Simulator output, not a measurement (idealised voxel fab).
This is a process module. Its name is voxel capacitor over wiring.
275 nm wide, 5 nm square cells: that's cross-section cut.
We lay out every cross-section as a grid of square cells and spell it out in bands from the top down, where one band means one or more rows of cells.
Read a band's entry like this: the first values are the height of its top and the height of its bottom in nm, and what follows is the sequence of materials from left to right, each with its width in nm. Note that "empty" is empty space, and that a single material marked "edge to edge" reaches across the band from edge to edge.
Basically, 0 is our baseline, since under it the wafer straight out of the box is all one material. The bottom band has no lower end and keeps on going down, so it looks like "top 0, no bottom".
A width such as "30->40" changes by the same amount from each row of cells to the next, from the band's top row to its bottom row.
"remains unaltered" (step): cross-section cells unchanged, all of them.
Look at "Voids lacking openings" for the closed voids: empty spaces with no open path to the top, sized 8 cells or up. Each is width x height at distance, distance from the left edge, all nm.
Read whatever lies past the settings on a step's line as the simulator's own remark about the step.
"overlay nm" denotes, for a step that has a mask, the displacement of the mask to the right of its planned place, with negative values corresponding to the left.
The steps planned for the process are as follows
| 1 | RECEIVE [material Si] |
| 2 | CONFORMAL_DEP [material SiO2] [thk nm 15] |
| 3 | DIRECTIONAL_DEP [material TiN] [thk nm 5] |
| 4 | DIRECTIONAL_DEP [material Ru] [thk nm 25] |
| 5 | PATTERN [tone cover] [mask id METAL_1] [material resist] [width nm 30] [pitch nm 100] [thk nm 20] [overlay nm 0] |
| 6 | DIRECTIONAL_ETCH [etch materials Ru] [depth nm 25] |
| 7 | DIRECTIONAL_ETCH [etch materials TiN] [depth nm 5] |
| 8 | STRIP [etch materials resist] |
| 9 | FILL_DEP [material lowk] [thk nm 10] |
| 10 | CMP [height nm 45] |
| 11 | CONFORMAL_DEP [material SiCN] [thk nm 5] |
| 12 | DIRECTIONAL_DEP [material SiO2] [thk nm 20] |
| 13 | MASKED_ETCH [tone open] [mask id PLUG_1] [width nm 15] [etch materials SiO2] [depth nm 20] [overlay nm 0] |
| 14 | MASKED_ETCH [tone open] [mask id PLUG_1] [width nm 15] [etch materials SiCN] [depth nm 5] [overlay nm 0] |
| 15 | CONFORMAL_DEP [material TiN] [thk nm 5] |
| 16 | FILL_DEP [material W] [thk nm 10] |
| 17 | CMP [height nm 70] |
| 18 | DIRECTIONAL_DEP [material TiN] [thk nm 5] |
| 19 | DIRECTIONAL_DEP [material SiN] [thk nm 5] |
| 20 | DIRECTIONAL_DEP [material TiN] [thk nm 5] |
| 21 | PATTERN [tone cover] [mask id UPPER_PLATE] [material resist] [width nm 75] [thk nm 15] [overlay nm 0] |
| 22 | DIRECTIONAL_ETCH [etch materials TiN] [depth nm 5] |
| 23 | DIRECTIONAL_ETCH [etch materials SiN] [depth nm 5] |
| 24 | STRIP [etch materials resist] |
| 25 | MASKED_ETCH [tone cover] [mask id LOWER_PLATE] [width nm 85] [etch materials TiN] [depth nm 5] [overlay nm 0] |
| 26 | FILL_DEP [material SiO2] [thk nm 20] |
| 27 | CMP [height nm 100] |
| 28 | DIRECTIONAL_DEP [material aC] [thk nm 15] |
| 29 | PATTERN [tone open] [mask id PLUG_2] [material resist] [width nm 15] [thk nm 35] [overlay nm 0] |
| 30 | DIRECTIONAL_ETCH [etch materials aC] [depth nm 15] |
| 31 | STRIP [etch materials resist] |
| 32 | DIRECTIONAL_ETCH [etch materials SiO2] [depth nm 15] |
| 33 | STRIP [etch materials aC] |
| 34 | CONFORMAL_DEP [material TiN] [thk nm 5] |
| 35 | FILL_DEP [material W] [thk nm 10] |
| 36 | CMP [height nm 100] |
| 37 | CONFORMAL_DEP [material SiN] [thk nm 5] |
The first of two wafers, run as planned
Here's what the wafer looked like in cross-section when it arrived - that's after step 1
  top 0, no bottom = Si edge to edge
  Voids lacking openings: none
Presented here is a cross-section of the wafer after step 2 has been performed
  top 15, bottom 0 = SiO2 edge to edge
  Below 0, the layers are the same as they were.
Presented here is a cross-section of the wafer after step 3 has been performed
  top 20, bottom 15 = TiN edge to edge
  Below 15, the layers are the same as they were.
Presented here is a cross-section of the wafer after step 4 has been performed
  top 45, bottom 20 = Ru edge to edge
  Below 20, the layers are the same as they were.
Presented here is a cross-section of the wafer after step 5 has been performed
  top 65, bottom 45 = 70 empty / 30 resist / 70 empty / 30 resist / 75 empty
  Below 45, the layers are the same as they were.
Presented here is a cross-section of the wafer after step 6 has been performed
  top 65, bottom 45 = 70 empty / 30 resist / 70 empty / 30 resist / 75 empty
  top 45, bottom 20 = 70 empty / 30 Ru / 70 empty / 30 Ru / 75 empty
  Below 20, the layers are the same as they were.
Presented here is a cross-section of the wafer after step 7 has been performed
  top 65, bottom 45 = 70 empty / 30 resist / 70 empty / 30 resist / 75 empty
  top 45, bottom 20 = 70 empty / 30 Ru / 70 empty / 30 Ru / 75 empty
  top 20, bottom 15 = 70 empty / 30 TiN / 70 empty / 30 TiN / 75 empty
  Below 15, the layers are the same as they were.
Presented here is a cross-section of the wafer after step 8 has been performed
  top 45, bottom 20 = 70 empty / 30 Ru / 70 empty / 30 Ru / 75 empty
  Below 20, the layers are the same as they were.
Presented here is a cross-section of the wafer after step 9 has been performed
  top 55, bottom 45 = lowk edge to edge
  top 45, bottom 20 = 70 lowk / 30 Ru / 70 lowk / 30 Ru / 75 lowk
  top 20, bottom 15 = 70 lowk / 30 TiN / 70 lowk / 30 TiN / 75 lowk
  Below 15, the layers are the same as they were.
Presented here is a cross-section of the wafer after step 10 has been performed
  top 45, bottom 20 = 70 lowk / 30 Ru / 70 lowk / 30 Ru / 75 lowk
  Below 20, the layers are the same as they were.
Presented here is a cross-section of the wafer after step 11 has been performed
  top 50, bottom 45 = SiCN edge to edge
  Below 45, the layers are the same as they were.
Presented here is a cross-section of the wafer after step 12 has been performed
  top 70, bottom 50 = SiO2 edge to edge
  Below 50, the layers are the same as they were.
Presented here is a cross-section of the wafer after step 13 has been performed
  top 70, bottom 50 = 85 SiO2 / 15 empty / 175 SiO2
  Below 50, the layers are the same as they were.
Presented here is a cross-section of the wafer after step 14 has been performed
  top 70, bottom 50 = 85 SiO2 / 15 empty / 175 SiO2
  top 50, bottom 45 = 85 SiCN / 15 empty / 175 SiCN
  Below 45, the layers are the same as they were.
Presented here is a cross-section of the wafer after step 15 has been performed
  top 75, bottom 70 = 90 TiN / 5 empty / 180 TiN
  top 70, bottom 50 = 85 SiO2 / 5 TiN / 5 empty / 5 TiN / 175 SiO2
  top 50, bottom 45 = 85 SiCN / 15 TiN / 175 SiCN
  Below 45, the layers are the same as they were.
Presented here is a cross-section of the wafer after step 16 has been performed
  top 85, bottom 75 = W edge to edge
  top 75, bottom 70 = 90 TiN / 5 W / 180 TiN
  top 70, bottom 50 = 85 SiO2 / 5 TiN / 5 W / 5 TiN / 175 SiO2
  Below 50, the layers are the same as they were.
Presented here is a cross-section of the wafer after step 17 has been performed
  top 70, bottom 50 = 85 SiO2 / 5 TiN / 5 W / 5 TiN / 175 SiO2
  Below 50, the layers are the same as they were.
Presented here is a cross-section of the wafer after step 18 has been performed
  top 75, bottom 70 = TiN edge to edge
  Below 70, the layers are the same as they were.
Presented here is a cross-section of the wafer after step 19 has been performed
  top 80, bottom 75 = SiN edge to edge
  Below 75, the layers are the same as they were.
Presented here is a cross-section of the wafer after step 20 has been performed
  top 85, bottom 80 = TiN edge to edge
  Below 80, the layers are the same as they were.
Presented here is a cross-section of the wafer after step 21 has been performed
  top 100, bottom 85 = 85 empty / 75 resist / 115 empty
  Below 85, the layers are the same as they were.
Presented here is a cross-section of the wafer after step 22 has been performed
  top 100, bottom 85 = 85 empty / 75 resist / 115 empty
  top 85, bottom 80 = 85 empty / 75 TiN / 115 empty
  Below 80, the layers are the same as they were.
Presented here is a cross-section of the wafer after step 23 has been performed
  top 100, bottom 85 = 85 empty / 75 resist / 115 empty
  top 85, bottom 80 = 85 empty / 75 TiN / 115 empty
  top 80, bottom 75 = 85 empty / 75 SiN / 115 empty
  Below 75, the layers are the same as they were.
Presented here is a cross-section of the wafer after step 24 has been performed
  top 85, bottom 80 = 85 empty / 75 TiN / 115 empty
  Below 80, the layers are the same as they were.
Presented here is a cross-section of the wafer after step 25 has been performed
  top 85, bottom 80 = 85 empty / 75 TiN / 115 empty
  top 80, bottom 75 = 85 empty / 75 SiN / 115 empty
  top 75, bottom 70 = 80 empty / 85 TiN / 110 empty
  Below 70, the layers are the same as they were.
Presented here is a cross-section of the wafer after step 26 has been performed
  top 105, bottom 85 = SiO2 edge to edge
  top 85, bottom 80 = 85 SiO2 / 75 TiN / 115 SiO2
  top 80, bottom 75 = 85 SiO2 / 75 SiN / 115 SiO2
  top 75, bottom 70 = 80 SiO2 / 85 TiN / 110 SiO2
  Below 70, the layers are the same as they were.
Presented here is a cross-section of the wafer after step 27 has been performed
  top 100, bottom 85 = SiO2 edge to edge
  Below 85, the layers are the same as they were.
Presented here is a cross-section of the wafer after step 28 has been performed
  top 115, bottom 100 = aC edge to edge
  Below 100, the layers are the same as they were.
Presented here is a cross-section of the wafer after step 29 has been performed
  top 150, bottom 115 = 95 resist / 15 empty / 165 resist
  Below 115, the layers are the same as they were.
Presented here is a cross-section of the wafer after step 30 has been performed
  top 135, bottom 115 = 95 resist / 15 empty / 165 resist
  top 115, bottom 100 = 95 aC / 15 empty / 165 aC
  Below 100, the layers are the same as they were.
Presented here is a cross-section of the wafer after step 31 has been performed
  top 115, bottom 100 = 95 aC / 15 empty / 165 aC
  Below 100, the layers are the same as they were.
Presented here is a cross-section of the wafer after step 32 has been performed
  top 115, bottom 100 = 95 aC / 15 empty / 165 aC
  top 100, bottom 85 = 95 SiO2 / 15 empty / 165 SiO2
  Below 85, the layers are the same as they were.
Presented here is a cross-section of the wafer after step 33 has been performed
  top 100, bottom 85 = 95 SiO2 / 15 empty / 165 SiO2
  Below 85, the layers are the same as they were.
Presented here is a cross-section of the wafer after step 34 has been performed
  top 105, bottom 100 = 100 TiN / 5 empty / 170 TiN
  top 100, bottom 90 = 95 SiO2 / 5 TiN / 5 empty / 5 TiN / 165 SiO2
  top 90, bottom 80 = 95->85 SiO2 / 15->75 TiN / 165->115 SiO2
  Below 80, the layers are the same as they were.
Presented here is a cross-section of the wafer after step 35 has been performed
  top 115, bottom 105 = W edge to edge
  top 105, bottom 100 = 100 TiN / 5 W / 170 TiN
  top 100, bottom 90 = 95 SiO2 / 5 TiN / 5 W / 5 TiN / 165 SiO2
  Below 90, the layers are the same as they were.
Presented here is a cross-section of the wafer after step 36 has been performed
  top 100, bottom 90 = 95 SiO2 / 5 TiN / 5 W / 5 TiN / 165 SiO2
  Below 90, the layers are the same as they were.
Presented here is a cross-section of the wafer after step 37 has been performed
  top 105, bottom 100 = SiN edge to edge
  Below 100, the layers are the same as they were.
It is to be noted that the second wafer proceeded from the same initial state and according to the same plan as the first, although one mistake was committed in its execution; through step 12, inclusive, the two wafers share an identical history
Second wafer, cross-section, planned end of step 13
  top 70, bottom 50 = 85 empty / 15 SiO2 / 175 empty
  Below 50, the layers are the same as they were.
Second wafer, cross-section, planned end of step 14: remains unaltered
Second wafer, cross-section, planned end of step 15
  top 75, bottom 70 = 80 empty / 25 TiN / 170 empty
  top 70, bottom 55 = 80 empty / 5 TiN / 15 SiO2 / 5 TiN / 170 empty
  top 55, bottom 50 = 85 TiN / 15 SiO2 / 175 TiN
  Below 50, the layers are the same as they were.
Second wafer, cross-section, planned end of step 16
  top 85, bottom 75 = W edge to edge
  top 75, bottom 70 = 80 W / 25 TiN / 170 W
  top 70, bottom 55 = 80 W / 5 TiN / 15 SiO2 / 5 TiN / 170 W
  Below 55, the layers are the same as they were.
Second wafer, cross-section, planned end of step 17
  top 70, bottom 55 = 80 W / 5 TiN / 15 SiO2 / 5 TiN / 170 W
  Below 55, the layers are the same as they were.
Second wafer, cross-section, planned end of step 18
  top 75, bottom 70 = TiN edge to edge
  Below 70, the layers are the same as they were.
Second wafer, cross-section, planned end of step 19
  top 80, bottom 75 = SiN edge to edge
  Below 75, the layers are the same as they were.
Second wafer, cross-section, planned end of step 20
  top 85, bottom 80 = TiN edge to edge
  Below 80, the layers are the same as they were.
Second wafer, cross-section, planned end of step 21
  top 100, bottom 85 = 85 empty / 75 resist / 115 empty
  Below 85, the layers are the same as they were.
Second wafer, cross-section, planned end of step 22
  top 100, bottom 85 = 85 empty / 75 resist / 115 empty
  top 85, bottom 80 = 85 empty / 75 TiN / 115 empty
  Below 80, the layers are the same as they were.
Second wafer, cross-section, planned end of step 23
  top 100, bottom 85 = 85 empty / 75 resist / 115 empty
  top 85, bottom 80 = 85 empty / 75 TiN / 115 empty
  top 80, bottom 75 = 85 empty / 75 SiN / 115 empty
  Below 75, the layers are the same as they were.
Second wafer, cross-section, planned end of step 24
  top 85, bottom 80 = 85 empty / 75 TiN / 115 empty
  Below 80, the layers are the same as they were.
Second wafer, cross-section, planned end of step 25
  top 85, bottom 80 = 85 empty / 75 TiN / 115 empty
  top 80, bottom 75 = 85 empty / 75 SiN / 115 empty
  top 75, bottom 70 = 80 empty / 85 TiN / 110 empty
  Below 70, the layers are the same as they were.
Second wafer, cross-section, planned end of step 26
  top 105, bottom 85 = SiO2 edge to edge
  top 85, bottom 80 = 85 SiO2 / 75 TiN / 115 SiO2
  top 80, bottom 75 = 85 SiO2 / 75 SiN / 115 SiO2
  top 75, bottom 70 = 80 SiO2 / 85 TiN / 110 SiO2
  Below 70, the layers are the same as they were.
Second wafer, cross-section, planned end of step 27
  top 100, bottom 85 = SiO2 edge to edge
  Below 85, the layers are the same as they were.
Second wafer, cross-section, planned end of step 28
  top 115, bottom 100 = aC edge to edge
  Below 100, the layers are the same as they were.
Second wafer, cross-section, planned end of step 29
  top 150, bottom 115 = 95 resist / 15 empty / 165 resist
  Below 115, the layers are the same as they were.
Second wafer, cross-section, planned end of step 30
  top 135, bottom 115 = 95 resist / 15 empty / 165 resist
  top 115, bottom 100 = 95 aC / 15 empty / 165 aC
  Below 100, the layers are the same as they were.
Second wafer, cross-section, planned end of step 31
  top 115, bottom 100 = 95 aC / 15 empty / 165 aC
  Below 100, the layers are the same as they were.
Second wafer, cross-section, planned end of step 32
  top 115, bottom 100 = 95 aC / 15 empty / 165 aC
  top 100, bottom 85 = 95 SiO2 / 15 empty / 165 SiO2
  Below 85, the layers are the same as they were.
Second wafer, cross-section, planned end of step 33
  top 100, bottom 85 = 95 SiO2 / 15 empty / 165 SiO2
  Below 85, the layers are the same as they were.
Second wafer, cross-section, planned end of step 34
  top 105, bottom 100 = 100 TiN / 5 empty / 170 TiN
  top 100, bottom 90 = 95 SiO2 / 5 TiN / 5 empty / 5 TiN / 165 SiO2
  top 90, bottom 80 = 95->85 SiO2 / 15->75 TiN / 165->115 SiO2
  Below 80, the layers are the same as they were.
Second wafer, cross-section, planned end of step 35
  top 115, bottom 105 = W edge to edge
  top 105, bottom 100 = 100 TiN / 5 W / 170 TiN
  top 100, bottom 90 = 95 SiO2 / 5 TiN / 5 W / 5 TiN / 165 SiO2
  Below 90, the layers are the same as they were.
Second wafer, cross-section, planned end of step 36
  top 100, bottom 90 = 95 SiO2 / 5 TiN / 5 W / 5 TiN / 165 SiO2
  Below 90, the layers are the same as they were.
Second wafer, cross-section, planned end of step 37
  top 105, bottom 100 = SiN edge to edge
  Below 100, the layers are the same as they were.
Against the plan, the run slipped here: step 13 was not run as planned; what actually ran was MASKED_ETCH [tone cover] [mask id PLUG_1] [width nm 15] [etch materials SiO2] [depth nm 20] [overlay nm 0]
Bottom line after processing is that, in cells, the second wafer is up or down on some materials versus the first: SiCN: 3 more; SiO2: 196 fewer; TiN: 47 more; W: 146 more
